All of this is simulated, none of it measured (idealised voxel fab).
Process module name: voxel tone inversion
In the cross-section labelled cut, the width is 190 nm and each square cell is 5 nm.
Cross-section spec: square-cell grid; bands listed top down; each band is one or more rows. Top, bottom (nm), then materials left to right with widths (nm); lone material tagged "everywhere" fills the whole band edge to edge; "air" = empty space. Basically, 0 is our baseline, since under it the wafer straight out of the box is all one material. The bottom band has no lower end and keeps on going down, so it looks like "0 and below". Width: "30->40" (first number = top row, second number = bottom row, same change from row to row of cells). Where the words "nothing was modified" appear for a step, the cross-section shows no cell changed by that step; every cell remained as before. "Non-vented voids": empty spaces of 8 cells or more with no open way to the top, each given as width x height at distance, distance from the left edge, all in nm. Note: text after step settings on the step line = simulator remark on that step. overlay nm, on a step with a mask: how far to the right of its planned place the mask lay; to the left if negative.

THESE ARE THE STEPS WE PLANNED FOR THE PROCESS
step 1: RECEIVE,material Si
step 2: CONFORMAL_DEP,material SiCN,thk nm 10
step 3: DIRECTIONAL_DEP,material polySi,thk nm 25
step 4: PATTERN,tone cover,mask id POSTS,material resist,width nm 25,pitch nm 40,thk nm 35,overlay nm 0
step 5: DIRECTIONAL_ETCH,etch materials polySi,depth nm 25
step 6: STRIP,etch materials resist
step 7: FILL_DEP,material lowk,thk nm 5
step 8: CMP,height nm 35
step 9: STRIP,etch materials polySi
step 10: CONFORMAL_DEP,material TiN,thk nm 5
step 11: FILL_DEP,material W,thk nm 5
step 12: CMP,height nm 35
step 13: CONFORMAL_DEP,material SiCN,thk nm 5

CROSS-SECTION OF THE INCOMING WAFER, STATE AFTER STEP 1
* 0 and below: Si everywhere
* Non-vented voids: none

FINAL CROSS-SECTION, MODULE RUN WITH ONE MISTAKE (START AND PLAN AS ABOVE)
* 35 down to 30: SiCN everywhere
* 30 down to 15: lowk=40, then TiN=5, then W=15, then TiN=5, then lowk=15, then TiN=5, then W=15, then TiN=5, then lowk=15, then TiN=5, then W=15, then TiN=5, then lowk=45
* 15 down to 10: lowk=40, then TiN=25, then lowk=15, then TiN=25, then lowk=15, then TiN=25, then lowk=45
* 10 down to 0: SiCN everywhere
* 0 and below: Si everywhere
* Non-vented voids: none
What went wrong in running the wafer? rather than as planned, step 12 actually ran as CMP,height nm 30
